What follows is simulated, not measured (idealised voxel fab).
process module | voxel transistor to metal
Pictured: cross-section cut, 165 nm wide, on a grid of 5 nm square cells.
The cross-sections in this document take the form of a grid made of square cells. They are written out as bands, in order from top to bottom. Each band consists of one or more rows of cells. Basically the band line says how high the top is and how high the bottom is, in nm, and then what's in it from left to right, every material with its width in nm. Empty space shows up as "blank", and if a single material carries "throughout" it runs the full band edge to edge. For the purposes of this specification, 0 denotes the height below which the wafer in its as-received condition is composed wholly of one material, and the lowermost band, lacking a lower limit, extends downward without end, as expressed in "top 0, no bottom". The width entry "30->40" should be interpreted row by row: the top row of cells in the band takes the first number, the bottom row takes the second number, and the change between adjacent rows is uniform throughout. Take "nothing got changed" at face value: in the step it is given for, the cross-section changed in none of its cells. Basically, "Enclosed internal cavities" tells you about the enclosed voids: empty spaces with no open way to the top, 8 cells or bigger, each written width x height at distance, where distance is from the left edge, all in nm. Heads up: the bit after the settings on a step's line is the simulator's remark on that step. "overlay nm" answers the question of how far to the right of plan the mask lay on a step that has a mask, and when it is negative the answer is to the left.

-- So here's the lineup of process steps we planned
1: op RECEIVE | material Si
2: op CONFORMAL_DEP | material SiO2 | thk nm 5
3: op CONFORMAL_DEP | material SiN | thk nm 15
4: op MASKED_ETCH | tone cover | mask id ACTIVE | width nm 105 | etch materials SiN | depth nm 15 | overlay nm 0
5: op MASKED_ETCH | tone cover | mask id ACTIVE | width nm 105 | etch materials SiO2 | depth nm 5 | overlay nm 0
6: op MASKED_ETCH | tone cover | mask id ACTIVE | width nm 105 | etch materials Si | depth nm 25 | overlay nm 0
7: op FILL_DEP | material SiO2 | thk nm 15
8: op CMP | height nm 20
9: op SELECTIVE_ETCH | etch materials SiO2 | depth nm 10
10: op STRIP | etch materials SiN
11: op SELECTIVE_ETCH | etch materials SiO2 | depth nm 5
12: op OXIDIZE | depth nm 5
13: op DIRECTIONAL_DEP | material polySi | thk nm 20
14: op DIRECTIONAL_DEP | material SiCN | thk nm 15
15: op DIRECTIONAL_DEP | material aC | thk nm 10
16: op PATTERN | tone cover | mask id GATE | material resist | width nm 35 | thk nm 25 | overlay nm 0
17: op DIRECTIONAL_ETCH | etch materials aC | depth nm 10
18: op STRIP | etch materials resist
19: op DIRECTIONAL_ETCH | etch materials SiCN | depth nm 25
20: op DIRECTIONAL_ETCH | etch materials polySi | depth nm 30
21: op STRIP | etch materials aC
22: op CONFORMAL_DEP | material SiO2 | thk nm 5
23: op DIRECTIONAL_ETCH | etch materials SiO2 | depth nm 5
24: op CONFORMAL_DEP | material SiN | thk nm 10
25: op DIRECTIONAL_ETCH | etch materials SiN | depth nm 10
26: op DIRECTIONAL_ETCH | etch materials SiO2 | depth nm 5
27: op DIRECTIONAL_ETCH | etch materials Si | depth nm 5
28: op EPI | material nSi | thk nm 10
29: op FILL_DEP | material SiO2 | thk nm 10
30: op CMP | height nm 20
31: op STRIP | etch materials polySi
32: op SELECTIVE_ETCH | etch materials SiO2 | depth nm 5
33: op CONFORMAL_DEP | material HfO2 | thk nm 5
34: op CONFORMAL_DEP | material TiN | thk nm 5
35: op FILL_DEP | material W | thk nm 10
36: op CMP | height nm 15
37: op DIRECTIONAL_DEP | material SiO2 | thk nm 10
38: op MASKED_ETCH | tone open | mask id CONTACT | width nm 15 | pitch nm 80 | etch materials SiO2 | depth nm 20 | overlay nm 0
39: op CONFORMAL_DEP | material TiN | thk nm 5
40: op FILL_DEP | material W | thk nm 5
41: op CMP | height nm 25
42: op CONFORMAL_DEP | material SiCN | thk nm 5
43: op DIRECTIONAL_DEP | material SiO2 | thk nm 20
44: op DIRECTIONAL_DEP | material aC | thk nm 10
45: op PATTERN | tone open | mask id METAL_1 | material resist | width nm 15 | pitch nm 80 | thk nm 25 | overlay nm 0
46: op DIRECTIONAL_ETCH | etch materials aC | depth nm 10
47: op STRIP | etch materials resist
48: op DIRECTIONAL_ETCH | etch materials SiO2 | depth nm 20
49: op DIRECTIONAL_ETCH | etch materials SiCN | depth nm 5
50: op STRIP | etch materials aC
51: op CONFORMAL_DEP | material TiN | thk nm 5
52: op FILL_DEP | material Cu | thk nm 10
53: op CMP | height nm 50
54: op CONFORMAL_DEP | material SiCN | thk nm 5
55: op DIRECTIONAL_DEP | material lowk | thk nm 25
56: op MASKED_ETCH | tone open | mask id METAL_2 | width nm 15 | pitch nm 80 | etch materials lowk | depth nm 15 | overlay nm 0
57: op MASKED_ETCH | tone open | mask id METAL_2_HOLES | width nm 15 | pitch nm 80 | etch materials lowk | depth nm 10 | overlay nm 0
58: op MASKED_ETCH | tone open | mask id METAL_2_HOLES | width nm 15 | pitch nm 80 | etch materials SiCN | depth nm 5 | overlay nm 0
59: op CONFORMAL_DEP | material TiN | thk nm 5
60: op FILL_DEP | material Ru | thk nm 5
61: op CMP | height nm 80
62: op CONFORMAL_DEP | material SiCN | thk nm 5
The value of width nm given for step 38 in the plan refers to the first wafer; the wafers vary in this setting and are alike at the start.

-- Step 1 complete: as-received cross-section of the first of several wafers
	top 0, no bottom | Si throughout
	Enclosed internal cavities: none

-- Take any row and you have a wafer at the end of the module: how many cells of each material it has gained (+) or lost (-) since it was received, and then its closed voids
width nm 15; +8 Cu; +15 HfO2; +10 Ru; -85 Si; +87 SiCN; +16 SiN; +270 SiO2; +77 TiN; +16 W; +135 lowk; +12 nSi; Enclosed internal cavities: none
width nm 20; +8 Cu; +15 HfO2; +10 Ru; -85 Si; +87 SiCN; +16 SiN; +264 SiO2; +79 TiN; +20 W; +135 lowk; +12 nSi; Enclosed internal cavities: none
width nm 25; +8 Cu; +15 HfO2; +10 Ru; -85 Si; +87 SiCN; +16 SiN; +258 SiO2; +81 TiN; +24 W; +135 lowk; +12 nSi; Enclosed internal cavities: none
width nm 30; +8 Cu; +15 HfO2; +10 Ru; -85 Si; +87 SiCN; +16 SiN; +252 SiO2; +83 TiN; +28 W; +135 lowk; +12 nSi; Enclosed internal cavities: none
